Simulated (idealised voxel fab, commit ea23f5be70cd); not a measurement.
Process module heading - voxel fin reveal
It is cross-section cut that appears here, measuring 205 nm in width, its square cells being 5 nm in size.
Heads up, the way a cross-section reads in here is a grid of square cells, handed over as bands from the top down, with every band being one or more rows of cells.
Heads up on the band format: heights come first, top then bottom, in nm. After that it's the materials left to right, each with its width in nm. A single material flagged "full width" fills the whole band edge to edge, and "air" means there's empty space there.
Below 0: as-received wafer, all one material; heights counted from there. Lowest band: no bottom, goes on down, written "0 and below".
Graded width ("30 to 40"): value in top row of band = first number; value in bottom row = second number; row-to-row change constant.
"nothing altered" (step): cross-section cells unchanged, all of them.
For the entry "Enclosed cavity list", the listed items are empty spaces with no open way to the top whose size is 8 cells or more; each item follows the pattern width x height at distance, where distance is from the left edge and all three are in nm.
The remark found on a step's line after its settings is issued by the simulator itself and pertains to that step.
Each step line may optionally specify "overlay nm", which for a step with a mask gives the rightward distance between the mask's planned place and where it lay, a negative value indicating the leftward direction.
**Steps planned for the process**
step 1: RECEIVE, material Si
step 2: CONFORMAL_DEP, material SiN, thk nm 5
step 3: DIRECTIONAL_DEP, material aC, thk nm 15
step 4: PATTERN, tone cover, mask id FINS, material resist, width nm 15, pitch nm 40, thk nm 30, overlay nm 0
step 5: DIRECTIONAL_ETCH, etch materials aC, depth nm 5
step 6: STRIP, etch materials resist
step 7: DIRECTIONAL_ETCH, etch materials SiN, depth nm 5
step 8: DIRECTIONAL_ETCH, etch materials Si, depth nm 40
step 9: STRIP, etch materials aC
step 10: OXIDIZE, depth nm 5
step 11: FILL_DEP, material SiO2, thk nm 15
step 12: CMP, height nm 5
step 13: SELECTIVE_ETCH, etch materials SiO2, depth nm 30
step 14: STRIP, etch materials SiN
step 15: CONFORMAL_DEP, material HfO2, thk nm 5
Don't read the plan's depth nm for step 5 as applying to every wafer: that's the first wafer's value, and the wafers differ in it, though they all start identical.
**Received condition of the first of several wafers, sectioned: post-step 1**
> 0 and below  Si full width
> Enclosed cavity list: none
**Here is the cross-section of the first of several wafers at the end of the module, after its last step, step 15**
> 5 down to 0  HfO2 full width
> 0 and below  Si full width
> Enclosed cavity list: none
**Cross-section of the final wafer among several, taken at the end of the module**
> 5 down to 0  air 55 nm; HfO2 15 nm; air 25 nm; HfO2 15 nm; air 25 nm; HfO2 15 nm; air 55 nm
> 0 down to -20  air 55 nm; HfO2 5 nm; Si 5 nm; HfO2 5 nm; air 25 nm; HfO2 5 nm; Si 5 nm; HfO2 5 nm; air 25 nm; HfO2 5 nm; Si 5 nm; HfO2 5 nm; air 55 nm
> -20 down to -25  HfO2 60 nm; Si 5 nm; HfO2 35 nm; Si 5 nm; HfO2 35 nm; Si 5 nm; HfO2 60 nm
> -25 down to -45  SiO2 60 nm; Si 5 nm; SiO2 35 nm; Si 5 nm; SiO2 35 nm; Si 5 nm; SiO2 60 nm
> -45 and below  Si full width
> Enclosed cavity list: none
**Note: the following table is arranged by wafer, a row apiece. Each row reports the end-of-module state: per material, cells gained (+) or cells lost (-) compared with the wafer as received; closed voids follow**
depth nm 5 | +41 HfO2 | Enclosed cavity list: none
depth nm 10 | +41 HfO2 | Enclosed cavity list: none
depth nm 15 | +71 HfO2 | -342 Si | +152 SiO2 | Enclosed cavity list: none
depth nm 20 | +71 HfO2 | -342 Si | +152 SiO2 | Enclosed cavity list: none
depth nm 25 | +71 HfO2 | -342 Si | +152 SiO2 | Enclosed cavity list: none
depth nm 30 | +71 HfO2 | -342 Si | +152 SiO2 | Enclosed cavity list: none
